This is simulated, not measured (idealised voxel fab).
Process module heading - voxel gate over fins
FYI the section here is cut, 180 nm wide, cells are 5 nm squares.
In what follows, cross-sections appear as grids of square cells, described through bands that run from the top down, where every band is one or more rows of cells.
First you get the band's top height and its bottom height, in nm, and then the materials it's made of, left to right, with each width in nm. If you see a single material with "all across", that one covers the band edge to edge. "air" is empty space.
Heights are measured from 0, the level below which the as-received wafer is all one material; the lowest band has no bottom and continues downward, written as in "0..down".
Top row gets the first number, bottom row gets the second, and each row in between changes by the same step: that is how a band width like "30 to 40" works.
Where a step carries "remains unaltered", the cross-section came out of it unchanged, cell for cell.
Any empty space of 8 cells or more lacking an open way to the top shows up in "Enclosed void entries" as width x height at distance, distance from the left edge, in nm.
Whatever follows a step's settings on its line is a remark the simulator itself makes about that step.
overlay nm: for a step with a mask, the amount by which the mask lay right of where it was planned; a negative amount means left of it.
**These are the steps we planned for the process**
1) RECEIVE: material Si
2) CONFORMAL_DEP: material SiN, thk nm 5
3) DIRECTIONAL_DEP: material aC, thk nm 15
4) PATTERN: tone cover, mask id FINS, material resist, width nm 15, pitch nm 40, thk nm 35, overlay nm 0
5) DIRECTIONAL_ETCH: etch materials aC, depth nm 15
6) STRIP: etch materials resist
7) DIRECTIONAL_ETCH: etch materials SiN, depth nm 5
8) DIRECTIONAL_ETCH: etch materials Si, depth nm 30
9) STRIP: etch materials aC
10) FILL_DEP: material SiO2, thk nm 10
11) CMP: height nm 5
12) SELECTIVE_ETCH: etch materials SiO2, depth nm 15
13) STRIP: etch materials SiN
14) CONFORMAL_DEP: material HfO2, thk nm 5
15) CONFORMAL_DEP: material TiN, thk nm 5
16) FILL_DEP: material W, thk nm 10
17) CMP: height nm 15
18) CONFORMAL_DEP: material SiCN, thk nm 5
**As-received wafer cross-section (after step 1)**
- 0..down | Si all across
- Enclosed void entries: none
**Sectioned view, first of two wafers, at the close of the module, processed as intended in the plan**
- 20..15 | SiCN all across
- 15..10 | W all across
- 10..5 | W 10 nm / TiN 35 nm / W 5 nm / TiN 35 nm / W 5 nm / TiN 35 nm / W 5 nm / TiN 35 nm / W 15 nm
- 5..0 | W 10 nm / TiN 5 nm / HfO2 25 nm / TiN 5 nm / W 5 nm / TiN 5 nm / HfO2 25 nm / TiN 5 nm / W 5 nm / TiN 5 nm / HfO2 25 nm / TiN 5 nm / W 5 nm / TiN 5 nm / HfO2 25 nm / TiN 5 nm / W 15 nm
- 0..-5 | TiN 15 nm / HfO2 5 nm / Si 15 nm / HfO2 5 nm / TiN 15 nm / HfO2 5 nm / Si 15 nm / HfO2 5 nm / TiN 15 nm / HfO2 5 nm / Si 15 nm / HfO2 5 nm / TiN 15 nm / HfO2 5 nm / Si 15 nm / HfO2 5 nm / TiN 20 nm
- -5..-10 | HfO2 20 nm / Si 15 nm / HfO2 25 nm / Si 15 nm / HfO2 25 nm / Si 15 nm / HfO2 25 nm / Si 15 nm / HfO2 25 nm
- -10..-30 | SiO2 20 nm / Si 15 nm / SiO2 25 nm / Si 15 nm / SiO2 25 nm / Si 15 nm / SiO2 25 nm / Si 15 nm / SiO2 25 nm
- -30..down | Si all across
- Enclosed void entries: none
**Cross-section at end of module for the second wafer of two, which matched the first in starting point and plan and differed by one mistake in its processing**
- 20..15 | SiCN all across
- 15..10 | W all across
- 10..5 | W 10 nm / TiN 35 nm / W 5 nm / TiN 35 nm / W 5 nm / TiN 35 nm / W 5 nm / TiN 35 nm / W 15 nm
- 5..0 | W 10 nm / TiN 5 nm / HfO2 25 nm / TiN 5 nm / W 5 nm / TiN 5 nm / HfO2 25 nm / TiN 5 nm / W 5 nm / TiN 5 nm / HfO2 25 nm / TiN 5 nm / W 5 nm / TiN 5 nm / HfO2 25 nm / TiN 5 nm / W 15 nm
- 0..-15 | W 10 nm / TiN 5 nm / HfO2 5 nm / Si 15 nm / HfO2 5 nm / TiN 5 nm / W 5 nm / TiN 5 nm / HfO2 5 nm / Si 15 nm / HfO2 5 nm / TiN 5 nm / W 5 nm / TiN 5 nm / HfO2 5 nm / Si 15 nm / HfO2 5 nm / TiN 5 nm / W 5 nm / TiN 5 nm / HfO2 5 nm / Si 15 nm / HfO2 5 nm / TiN 5 nm / W 15 nm
- -15..-20 | TiN 15 nm / HfO2 5 nm / Si 15 nm / HfO2 5 nm / TiN 15 nm / HfO2 5 nm / Si 15 nm / HfO2 5 nm / TiN 15 nm / HfO2 5 nm / Si 15 nm / HfO2 5 nm / TiN 15 nm / HfO2 5 nm / Si 15 nm / HfO2 5 nm / TiN 20 nm
- -20..-25 | HfO2 20 nm / Si 15 nm / HfO2 25 nm / Si 15 nm / HfO2 25 nm / Si 15 nm / HfO2 25 nm / Si 15 nm / HfO2 25 nm
- -25..-30 | SiO2 20 nm / Si 15 nm / SiO2 25 nm / Si 15 nm / SiO2 25 nm / Si 15 nm / SiO2 25 nm / Si 15 nm / SiO2 25 nm
- -30..down | Si all across
- Enclosed void entries: none
Which mistake was made when the wafer was run? heads up, step 12 of the plan got done twice
Final cells, second wafer relative to first, materials higher or lower: 24 more of HfO2; 72 fewer of SiO2; 24 more of TiN; 24 more of W
